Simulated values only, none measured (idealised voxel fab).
This is a process module. Its name is voxel fin reveal.
Each square cell in cross-section cut measures 5 nm, and the section as a whole is 180 nm wide.
When this document writes out a cross-section, it uses a grid of square cells and lists it as bands, beginning at the top and moving down, with a band standing for one or more rows of cells. What a band's entry tells you: where the top is and where the bottom is, as heights in nm, and after that what lies inside, material by material from left to right, each with its width in nm. Empty space is written as the word "blank", and a single material marked with the word "throughout" occupies the band from edge to edge. Below 0: as-received wafer, all one material; heights counted from there. Lowest band: no bottom, goes on down, written "z 0 and below". The notation "30 to 40" denotes a width that varies across the rows of cells in the band, beginning at the first number in the top row, finishing at the second number in the bottom row, and changing by an identical amount from each row to the next. Given "nothing different" for a step, no cell of the cross-section differs between before and after that step. Basically, "Trapped voids" tells you about the enclosed voids: empty spaces with no open way to the top, 8 cells or bigger, each written width x height at distance, where distance is from the left edge, all in nm. Formally, on a step line, whatever follows the settings is a remark that the simulator itself makes on the step. The optional step-line setting "overlay nm" applies to steps with a mask and quantifies how far to the right of its planned location the mask lay, a negative value indicating leftward placement.
The process steps that were planned are listed below:
1: RECEIVE, material Si
2: CONFORMAL_DEP, material SiN, thk nm 10
3: MASKED_ETCH, tone cover, mask id FINS, width nm 15, pitch nm 40, etch materials SiN, depth nm 10, overlay nm 0
4: MASKED_ETCH, tone cover, mask id FINS, width nm 15, pitch nm 40, etch materials Si, depth nm 35, overlay nm 0
5: OXIDIZE, depth nm 5
6: FILL_DEP, material SiO2, thk nm 5
7: CMP, height nm 10
8: SELECTIVE_ETCH, etch materials SiO2, depth nm 25
9: STRIP, etch materials SiN
10: CONFORMAL_DEP, material HfO2, thk nm 5
As-received wafer cross-section (after step 1):
- z 0 and below | Si throughout
- Trapped voids: none
Wafer cross-section at end of module: start and plan as shown above, one execution error:
- z 0 to -15 | blank (65); Si (5); blank (35); Si (5); blank (70)
- z -15 to -40 | SiO2 (65); Si (5); SiO2 (35); Si (5); SiO2 (70)
- z -40 and below | Si throughout
- Trapped voids: none
It is concluded that the wafer was processed incorrectly with respect to the plan, in that heads up, step 10 of the plan was skipped and never actually ran
